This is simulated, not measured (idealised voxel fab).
process module | voxel tone inversion
cross-section cut | 300 nm wide | cells 5 nm
A cross-section is a grid of square cells, given in bands from the top down. A band is one or more rows of cells.
Each band's line starts with the height of the band's top and of its bottom, in nm. Then come its materials from left to right, each with its width in nm. One material with "throughout" fills the band from edge to edge. "air" is empty space.
Height 0 is the level under which the wafer as received is all one material. The lowest band goes on downwards, as in "0 down".
A width such as "30 to 40" changes by the same amount from each row of cells to the next, from the band's top row to its bottom row.
"no change" after a step means that no cell of the cross-section changed.
closed voids: empty space of 8 cells or more with no open way to the top, each as width x height at its distance from the left edge, in nm
after a step's settings: what the simulator itself notes on the step
overlay nm, on a step with a mask: how far to the right of its planned place the mask lay; to the left if negative
plan
1 op RECEIVE | material Si
2 op CONFORMAL_DEP | material SiN | thk nm 5
3 op DIRECTIONAL_DEP | material aC | thk nm 20
4 op PATTERN | tone cover | mask id POSTS | material resist | width nm 25 | pitch nm 45 | thk nm 25 | overlay nm 0
5 op DIRECTIONAL_ETCH | etch materials aC | depth nm 20
6 op STRIP | etch materials resist
7 op FILL_DEP | material SiO2 | thk nm 10
8 op CMP | height nm 25
9 op STRIP | etch materials aC
first wafer, as planned
as received, after step 1
  0 down: Si throughout
  closed voids: none
after step 2
  5 to 0: SiN throughout
  below 0: unchanged
after step 3
  25 to 5: aC throughout
  below 5: unchanged
after step 4
  50 to 25: air 70 | resist 25 | air 20 | resist 25 | air 20 | resist 25 | air 20 | resist 25 | air 70
  below 25: unchanged
after step 5
  30 to 25: air 70 | resist 25 | air 20 | resist 25 | air 20 | resist 25 | air 20 | resist 25 | air 70
  25 to 5: air 70 | aC 25 | air 20 | aC 25 | air 20 | aC 25 | air 20 | aC 25 | air 70
  below 5: unchanged
after step 6
  25 to 5: air 70 | aC 25 | air 20 | aC 25 | air 20 | aC 25 | air 20 | aC 25 | air 70
  below 5: unchanged
after step 7
  35 to 25: SiO2 throughout
  25 to 5: SiO2 70 | aC 25 | SiO2 20 | aC 25 | SiO2 20 | aC 25 | SiO2 20 | aC 25 | SiO2 70
  below 5: unchanged
after step 8
  25 to 5: SiO2 70 | aC 25 | SiO2 20 | aC 25 | SiO2 20 | aC 25 | SiO2 20 | aC 25 | SiO2 70
  below 5: unchanged
after step 9
  25 to 5: SiO2 70 | air 25 | SiO2 20 | air 25 | SiO2 20 | air 25 | SiO2 20 | air 25 | SiO2 70
  below 5: unchanged
second wafer: like start, like plan, one mistake. Through step 7 it matches the first wafer
when step 8 should have ended
  30 to 25: SiO2 throughout
  below 25: unchanged
when step 9 should have ended: no change
what went wrong: step 8 ran as: op CMP | height nm 30
at the end the second wafer has, in cells: 60 more of SiO2 | 80 more of aC
